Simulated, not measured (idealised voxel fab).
This section sets out a process module, namely voxel capacitor over wiring.
Cross-section cut spans 145 nm and uses square cells 5 nm in size.
When this document writes out a cross-section, it uses a grid of square cells and lists it as bands, beginning at the top and moving down, with a band standing for one or more rows of cells.
The entry gives the band's vertical extent as a top height and a bottom height in nm, then its horizontal make-up as materials from left to right, each with a width in nm. "empty" stands for empty space; a single material marked "throughout" fills the band edge to edge.
All heights in this document are referenced to 0, defined as the level beneath which the wafer, as received, consists entirely of one material. The lowest band is not bounded below; it extends indefinitely downward and is written in the form "0 down".
A width given as "30..40" starts at the first number in the band's top row and ends at the second number in its bottom row, shifting by an equal amount at every step from row to row.
"left unchanged" -> step changed no cross-section cell.
Heads up: "Enclosed void listing" only lists the empty pockets with no open path to the top that are 8 cells or more, and it writes them as width x height at distance, distance from the left edge, in nm.
Where a step's line continues beyond its settings, the continuation is a remark by the simulator itself on that step.
overlay nm: mask right of planned place by this much (step with mask). Neg. = left.

**List of planned process steps**
1 RECEIVE [material Si]
2 CONFORMAL_DEP [material SiO2] [thk nm 10]
3 CONFORMAL_DEP [material SiN] [thk nm 5]
4 DIRECTIONAL_DEP [material SiO2] [thk nm 15]
5 PATTERN [tone open] [mask id METAL_1] [material resist] [width nm 20] [pitch nm 75] [thk nm 15] [overlay nm 0]
6 DIRECTIONAL_ETCH [etch materials SiO2] [depth nm 15]
7 DIRECTIONAL_ETCH [etch materials SiN] [depth nm 5]
8 STRIP [etch materials resist]
9 CONFORMAL_DEP [material TiN] [thk nm 5]
10 FILL_DEP [material Cu] [thk nm 5]
11 CMP [height nm 30]
12 CONFORMAL_DEP [material SiCN] [thk nm 5]
13 DIRECTIONAL_DEP [material SiO2] [thk nm 20]
14 PATTERN [tone open] [mask id PLUG_1] [material resist] [width nm 15] [thk nm 15] [overlay nm 0]
15 DIRECTIONAL_ETCH [etch materials SiO2] [depth nm 20]
16 DIRECTIONAL_ETCH [etch materials SiCN] [depth nm 5]
17 STRIP [etch materials resist]
18 CONFORMAL_DEP [material TiN] [thk nm 5]
19 FILL_DEP [material Cu] [thk nm 10]
20 CMP [height nm 55]
21 DIRECTIONAL_DEP [material TiN] [thk nm 5]
22 DIRECTIONAL_DEP [material SiN] [thk nm 5]
23 DIRECTIONAL_DEP [material TiN] [thk nm 5]
24 PATTERN [tone cover] [mask id UPPER_PLATE] [material resist] [width nm 60] [thk nm 15] [overlay nm 0]
25 DIRECTIONAL_ETCH [etch materials TiN] [depth nm 5]
26 DIRECTIONAL_ETCH [etch materials SiN] [depth nm 5]
27 STRIP [etch materials resist]
28 PATTERN [tone cover] [mask id LOWER_PLATE] [material resist] [width nm 70] [thk nm 20] [overlay nm 0]
29 DIRECTIONAL_ETCH [etch materials TiN] [depth nm 5]
30 STRIP [etch materials resist]
31 FILL_DEP [material SiO2] [thk nm 20]
32 CMP [height nm 85]
33 PATTERN [tone open] [mask id PLUG_2] [material resist] [width nm 15] [thk nm 15] [overlay nm 0]
34 DIRECTIONAL_ETCH [etch materials SiO2] [depth nm 15]
35 STRIP [etch materials resist]
36 CONFORMAL_DEP [material TiN] [thk nm 5]
37 FILL_DEP [material Ru] [thk nm 10]
38 CMP [height nm 85]
39 CONFORMAL_DEP [material SiN] [thk nm 5]

**Of two wafers, the first: run according to plan**

**Cross-section, incoming material, after step 1**
	0 down | Si throughout
	Enclosed void listing: none

**How the wafer stands in section after step 2**
	10 to 0 | SiO2 throughout
	No changes below 0.

**How the wafer stands in section after step 3**
	15 to 10 | SiN throughout
	No changes below 10.

**How the wafer stands in section after step 4**
	30 to 15 | SiO2 throughout
	No changes below 15.

**How the wafer stands in section after step 5**
	45 to 30 | resist 25 nm / empty 20 nm / resist 55 nm / empty 20 nm / resist 25 nm
	No changes below 30.

**How the wafer stands in section after step 6**
	45 to 30 | resist 25 nm / empty 20 nm / resist 55 nm / empty 20 nm / resist 25 nm
	30 to 15 | SiO2 25 nm / empty 20 nm / SiO2 55 nm / empty 20 nm / SiO2 25 nm
	No changes below 15.

**How the wafer stands in section after step 7**
	45 to 30 | resist 25 nm / empty 20 nm / resist 55 nm / empty 20 nm / resist 25 nm
	30 to 15 | SiO2 25 nm / empty 20 nm / SiO2 55 nm / empty 20 nm / SiO2 25 nm
	15 to 10 | SiN 25 nm / empty 20 nm / SiN 55 nm / empty 20 nm / SiN 25 nm
	No changes below 10.

**How the wafer stands in section after step 8**
	30 to 15 | SiO2 25 nm / empty 20 nm / SiO2 55 nm / empty 20 nm / SiO2 25 nm
	No changes below 15.

**How the wafer stands in section after step 9**
	35 to 30 | TiN 30 nm / empty 10 nm / TiN 65 nm / empty 10 nm / TiN 30 nm
	30 to 15 | SiO2 25 nm / TiN 5 nm / empty 10 nm / TiN 5 nm / SiO2 55 nm / TiN 5 nm / empty 10 nm / TiN 5 nm / SiO2 25 nm
	15 to 10 | SiN 25 nm / TiN 20 nm / SiN 55 nm / TiN 20 nm / SiN 25 nm
	No changes below 10.

**How the wafer stands in section after step 10**
	40 to 35 | Cu throughout
	35 to 30 | TiN 30 nm / Cu 10 nm / TiN 65 nm / Cu 10 nm / TiN 30 nm
	30 to 15 | SiO2 25 nm / TiN 5 nm / Cu 10 nm / TiN 5 nm / SiO2 55 nm / TiN 5 nm / Cu 10 nm / TiN 5 nm / SiO2 25 nm
	No changes below 15.

**How the wafer stands in section after step 11**
	30 to 15 | SiO2 25 nm / TiN 5 nm / Cu 10 nm / TiN 5 nm / SiO2 55 nm / TiN 5 nm / Cu 10 nm / TiN 5 nm / SiO2 25 nm
	No changes below 15.

**How the wafer stands in section after step 12**
	35 to 30 | SiCN throughout
	No changes below 30.

**How the wafer stands in section after step 13**
	55 to 35 | SiO2 throughout
	No changes below 35.

**How the wafer stands in section after step 14**
	70 to 55 | resist 30 nm / empty 15 nm / resist 100 nm
	No changes below 55.

**How the wafer stands in section after step 15**
	70 to 55 | resist 30 nm / empty 15 nm / resist 100 nm
	55 to 35 | SiO2 30 nm / empty 15 nm / SiO2 100 nm
	No changes below 35.

**How the wafer stands in section after step 16**
	70 to 55 | resist 30 nm / empty 15 nm / resist 100 nm
	55 to 35 | SiO2 30 nm / empty 15 nm / SiO2 100 nm
	35 to 30 | SiCN 30 nm / empty 15 nm / SiCN 100 nm
	No changes below 30.

**How the wafer stands in section after step 17**
	55 to 35 | SiO2 30 nm / empty 15 nm / SiO2 100 nm
	No changes below 35.

**How the wafer stands in section after step 18**
	60 to 55 | TiN 35 nm / empty 5 nm / TiN 105 nm
	55 to 35 | SiO2 30 nm / TiN 5 nm / empty 5 nm / TiN 5 nm / SiO2 100 nm
	35 to 30 | SiCN 30 nm / TiN 15 nm / SiCN 100 nm
	No changes below 30.

**How the wafer stands in section after step 19**
	70 to 60 | Cu throughout
	60 to 55 | TiN 35 nm / Cu 5 nm / TiN 105 nm
	55 to 35 | SiO2 30 nm / TiN 5 nm / Cu 5 nm / TiN 5 nm / SiO2 100 nm
	No changes below 35.

**How the wafer stands in section after step 20**
	55 to 35 | SiO2 30 nm / TiN 5 nm / Cu 5 nm / TiN 5 nm / SiO2 100 nm
	No changes below 35.

**How the wafer stands in section after step 21**
	60 to 55 | TiN throughout
	No changes below 55.

**How the wafer stands in section after step 22**
	65 to 60 | SiN throughout
	No changes below 60.

**How the wafer stands in section after step 23**
	70 to 65 | TiN throughout
	No changes below 65.

**How the wafer stands in section after step 24**
	85 to 70 | empty 30 nm / resist 60 nm / empty 55 nm
	No changes below 70.

**How the wafer stands in section after step 25**
	85 to 70 | empty 30 nm / resist 60 nm / empty 55 nm
	70 to 65 | empty 30 nm / TiN 60 nm / empty 55 nm
	No changes below 65.

**How the wafer stands in section after step 26**
	85 to 70 | empty 30 nm / resist 60 nm / empty 55 nm
	70 to 65 | empty 30 nm / TiN 60 nm / empty 55 nm
	65 to 60 | empty 30 nm / SiN 60 nm / empty 55 nm
	No changes below 60.

**How the wafer stands in section after step 27**
	70 to 65 | empty 30 nm / TiN 60 nm / empty 55 nm
	No changes below 65.

**How the wafer stands in section after step 28**
	90 to 70 | empty 25 nm / resist 70 nm / empty 50 nm
	70 to 65 | empty 25 nm / resist 5 nm / TiN 60 nm / resist 5 nm / empty 50 nm
	65 to 60 | empty 25 nm / resist 5 nm / SiN 60 nm / resist 5 nm / empty 50 nm
	No changes below 60.

**How the wafer stands in section after step 29**
	90 to 70 | empty 25 nm / resist 70 nm / empty 50 nm
	70 to 65 | empty 25 nm / resist 5 nm / TiN 60 nm / resist 5 nm / empty 50 nm
	65 to 60 | empty 25 nm / resist 5 nm / SiN 60 nm / resist 5 nm / empty 50 nm
	60 to 55 | empty 25 nm / TiN 70 nm / empty 50 nm
	No changes below 55.

**How the wafer stands in section after step 30**
	70 to 65 | empty 30 nm / TiN 60 nm / empty 55 nm
	65 to 60 | empty 30 nm / SiN 60 nm / empty 55 nm
	No changes below 60.

**How the wafer stands in section after step 31**
	90 to 70 | SiO2 throughout
	70 to 65 | SiO2 30 nm / TiN 60 nm / SiO2 55 nm
	65 to 60 | SiO2 30 nm / SiN 60 nm / SiO2 55 nm
	60 to 55 | SiO2 25 nm / TiN 70 nm / SiO2 50 nm
	No changes below 55.

**How the wafer stands in section after step 32**
	85 to 70 | SiO2 throughout
	No changes below 70.

**How the wafer stands in section after step 33**
	100 to 85 | resist 40 nm / empty 15 nm / resist 90 nm
	No changes below 85.

**How the wafer stands in section after step 34**
	100 to 85 | resist 40 nm / empty 15 nm / resist 90 nm
	85 to 70 | SiO2 40 nm / empty 15 nm / SiO2 90 nm
	No changes below 70.

**How the wafer stands in section after step 35**
	85 to 70 | SiO2 40 nm / empty 15 nm / SiO2 90 nm
	No changes below 70.

**How the wafer stands in section after step 36**
	90 to 85 | TiN 45 nm / empty 5 nm / TiN 95 nm
	85 to 75 | SiO2 40 nm / TiN 5 nm / empty 5 nm / TiN 5 nm / SiO2 90 nm
	75 to 65 | SiO2 40..30 nm / TiN 15..60 nm / SiO2 90..55 nm
	No changes below 65.

**How the wafer stands in section after step 37**
	100 to 90 | Ru throughout
	90 to 85 | TiN 45 nm / Ru 5 nm / TiN 95 nm
	85 to 75 | SiO2 40 nm / TiN 5 nm / Ru 5 nm / TiN 5 nm / SiO2 90 nm
	No changes below 75.

**How the wafer stands in section after step 38**
	85 to 75 | SiO2 40 nm / TiN 5 nm / Ru 5 nm / TiN 5 nm / SiO2 90 nm
	No changes below 75.

**How the wafer stands in section after step 39**
	90 to 85 | SiN throughout
	No changes below 85.

**Second wafer, same starting state and plan as the first, one mistake in the run, identical through step 14**

**when step 15 should have ended**
	70 to 55 | resist 30 nm / empty 15 nm / resist 100 nm
	55 to 35 | SiO2 30 nm / empty 15 nm / SiO2 100 nm
	No changes below 35.

**when step 16 should have ended**
	70 to 55 | resist 30 nm / empty 15 nm / resist 100 nm
	55 to 35 | SiO2 30 nm / empty 15 nm / SiO2 100 nm
	35 to 30 | SiCN 30 nm / empty 15 nm / SiCN 100 nm
	No changes below 30.

**when step 17 should have ended**
	55 to 35 | SiO2 30 nm / empty 15 nm / SiO2 100 nm
	No changes below 35.

**when step 18 should have ended**
	60 to 55 | TiN 35 nm / empty 5 nm / TiN 105 nm
	55 to 35 | SiO2 30 nm / TiN 5 nm / empty 5 nm / TiN 5 nm / SiO2 100 nm
	35 to 30 | SiCN 30 nm / TiN 15 nm / SiCN 100 nm
	No changes below 30.

**when step 19 should have ended**
	70 to 60 | Cu throughout
	60 to 55 | TiN 35 nm / Cu 5 nm / TiN 105 nm
	55 to 35 | SiO2 30 nm / TiN 5 nm / Cu 5 nm / TiN 5 nm / SiO2 100 nm
	No changes below 35.

**when step 20 should have ended**
	55 to 35 | SiO2 30 nm / TiN 5 nm / Cu 5 nm / TiN 5 nm / SiO2 100 nm
	No changes below 35.

**when step 21 should have ended**
	60 to 55 | TiN throughout
	No changes below 55.

**when step 22 should have ended**
	65 to 60 | SiN throughout
	No changes below 60.

**when step 23 should have ended**
	70 to 65 | TiN throughout
	No changes below 65.

**when step 24 should have ended**
	85 to 70 | empty 30 nm / resist 60 nm / empty 55 nm
	No changes below 70.

**when step 25 should have ended**
	85 to 70 | empty 30 nm / resist 60 nm / empty 55 nm
	70 to 65 | empty 30 nm / TiN 60 nm / empty 55 nm
	No changes below 65.

**when step 26 should have ended**
	85 to 70 | empty 30 nm / resist 60 nm / empty 55 nm
	70 to 65 | empty 30 nm / TiN 60 nm / empty 55 nm
	65 to 60 | empty 30 nm / SiN 60 nm / empty 55 nm
	No changes below 60.

**when step 27 should have ended**
	70 to 65 | empty 30 nm / TiN 60 nm / empty 55 nm
	No changes below 65.

**when step 28 should have ended**
	90 to 70 | empty 25 nm / resist 70 nm / empty 50 nm
	70 to 65 | empty 25 nm / resist 5 nm / TiN 60 nm / resist 5 nm / empty 50 nm
	65 to 60 | empty 25 nm / resist 5 nm / SiN 60 nm / resist 5 nm / empty 50 nm
	No changes below 60.

**when step 29 should have ended**
	90 to 70 | empty 25 nm / resist 70 nm / empty 50 nm
	70 to 65 | empty 25 nm / resist 5 nm / TiN 60 nm / resist 5 nm / empty 50 nm
	65 to 60 | empty 25 nm / resist 5 nm / SiN 60 nm / resist 5 nm / empty 50 nm
	60 to 55 | empty 25 nm / TiN 70 nm / empty 50 nm
	No changes below 55.

**when step 30 should have ended**
	70 to 65 | empty 30 nm / TiN 60 nm / empty 55 nm
	65 to 60 | empty 30 nm / SiN 60 nm / empty 55 nm
	No changes below 60.

**when step 31 should have ended**
	90 to 70 | SiO2 throughout
	70 to 65 | SiO2 30 nm / TiN 60 nm / SiO2 55 nm
	65 to 60 | SiO2 30 nm / SiN 60 nm / SiO2 55 nm
	60 to 55 | SiO2 25 nm / TiN 70 nm / SiO2 50 nm
	No changes below 55.

**when step 32 should have ended**
	85 to 70 | SiO2 throughout
	No changes below 70.

**when step 33 should have ended**
	100 to 85 | resist 40 nm / empty 15 nm / resist 90 nm
	No changes below 85.

**when step 34 should have ended**
	100 to 85 | resist 40 nm / empty 15 nm / resist 90 nm
	85 to 70 | SiO2 40 nm / empty 15 nm / SiO2 90 nm
	No changes below 70.

**when step 35 should have ended**
	85 to 70 | SiO2 40 nm / empty 15 nm / SiO2 90 nm
	No changes below 70.

**when step 36 should have ended**
	90 to 85 | TiN 45 nm / empty 5 nm / TiN 95 nm
	85 to 75 | SiO2 40 nm / TiN 5 nm / empty 5 nm / TiN 5 nm / SiO2 90 nm
	75 to 65 | SiO2 40..30 nm / TiN 15..60 nm / SiO2 90..55 nm
	No changes below 65.

**when step 37 should have ended**
	100 to 90 | Ru throughout
	90 to 85 | TiN 45 nm / Ru 5 nm / TiN 95 nm
	85 to 75 | SiO2 40 nm / TiN 5 nm / Ru 5 nm / TiN 5 nm / SiO2 90 nm
	No changes below 75.

**when step 38 should have ended**
	85 to 75 | SiO2 40 nm / TiN 5 nm / Ru 5 nm / TiN 5 nm / SiO2 90 nm
	No changes below 75.

**when step 39 should have ended**
	90 to 85 | SiN throughout
	No changes below 85.
Misprocessing identified: yeah, plan step 15 got run twice
The mistake has no effect on what this model computes, because the two wafers end with the same cross-section.
